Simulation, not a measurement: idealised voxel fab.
Process module heading - voxel wiring stack
We display cut, a cross-section 160 nm in width whose square cells are each 5 nm.
If you're reading a cross-section in this doc, picture square cells in a grid; it comes to you as bands, top ones listed first down to the bottom, and a band can be one or more rows of cells.
Per band: top height and bottom height in nm, followed by the left-to-right materials and their widths in nm; "all across" marks a single material spanning edge to edge, "blank" marks empty space.
Heads up on the height convention: 0 is the point under which the incoming wafer is all one material, and the lowest band has no bottom, it just keeps going down, like "0 -> down".
With a width like "30 to 40", each row of cells in the band differs from the next by the same amount, the top row carrying the first number and the bottom row the second.
Step note "stayed the same" = no cross-section cell changed.
"Enclosed void inventory" enumerates empty spaces isolated from the top, with no open way to it, that contain at least 8 cells, giving each as width x height at distance from the left edge, all three in nm.
Formally, on a step line, whatever follows the settings is a remark that the simulator itself makes on the step.
If you see "overlay nm" on a step's line and that step has a mask, it's telling you how far right of where it was planned the mask ended up; a negative number means it went left instead.

## Planned step list for the process
step 1: RECEIVE,material Si
step 2: CONFORMAL_DEP,material SiO2,thk nm 15
step 3: CONFORMAL_DEP,material SiN,thk nm 5
step 4: DIRECTIONAL_DEP,material SiO2,thk nm 25
step 5: PATTERN,tone open,mask id METAL_1,material resist,width nm 25,pitch nm 45,thk nm 15,overlay nm 0
step 6: DIRECTIONAL_ETCH,etch materials SiO2,depth nm 15
step 7: DIRECTIONAL_ETCH,etch materials SiN,depth nm 5
step 8: STRIP,etch materials resist
step 9: CONFORMAL_DEP,material TiN,thk nm 5
step 10: FILL_DEP,material W,thk nm 5
step 11: CMP,height nm 45
step 12: CONFORMAL_DEP,material SiCN,thk nm 5
step 13: DIRECTIONAL_DEP,material SiO2,thk nm 30
step 14: DIRECTIONAL_DEP,material aC,thk nm 10
step 15: PATTERN,tone open,mask id METAL_2_HOLES,material resist,width nm 15,pitch nm 90,thk nm 30,overlay nm 0
step 16: DIRECTIONAL_ETCH,etch materials aC,depth nm 10
step 17: STRIP,etch materials resist
step 18: DIRECTIONAL_ETCH,etch materials SiO2,depth nm 30
step 19: STRIP,etch materials aC
step 20: DIRECTIONAL_DEP,material aC,thk nm 15
step 21: PATTERN,tone open,mask id METAL_2,material resist,width nm 25,pitch nm 45,thk nm 35,overlay nm 0
step 22: DIRECTIONAL_ETCH,etch materials aC,depth nm 15
step 23: STRIP,etch materials resist
step 24: DIRECTIONAL_ETCH,etch materials SiO2,depth nm 15
step 25: DIRECTIONAL_ETCH,etch materials SiCN,depth nm 5
step 26: STRIP,etch materials aC
step 27: CONFORMAL_DEP,material TiN,thk nm 5
step 28: FILL_DEP,material Cu,thk nm 10
step 29: CMP,height nm 80
step 30: CONFORMAL_DEP,material SiCN,thk nm 5
For clarity, it should be stated that the wafers under discussion commence in an identical condition and differ with respect to the depth nm of step 6, the plan indicating the value that the first wafer had.

## Cross-section of the first of several wafers as received (after step 1)
  0 -> down = Si all across
  Enclosed void inventory: none

## Below: a row per wafer. Contents at end of module: for every material, cells gained since receipt (+) or lost since receipt (-); then closed voids
depth nm 15; +26 Cu; +58 SiCN; +32 SiN; +340 SiO2; +70 TiN; +18 W; Enclosed void inventory: none
depth nm 20; +26 Cu; +58 SiCN; +32 SiN; +325 SiO2; +76 TiN; +27 W; Enclosed void inventory: none
depth nm 25; +26 Cu; +58 SiCN; +17 SiN; +310 SiO2; +88 TiN; +45 W; Enclosed void inventory: none
depth nm 30; +26 Cu; +58 SiCN; +17 SiN; +310 SiO2; +88 TiN; +45 W; Enclosed void inventory: none
depth nm 35; +26 Cu; +58 SiCN; +17 SiN; +310 SiO2; +88 TiN; +45 W; Enclosed void inventory: none
depth nm 40; +26 Cu; +58 SiCN; +17 SiN; +310 SiO2; +88 TiN; +45 W; Enclosed void inventory: none
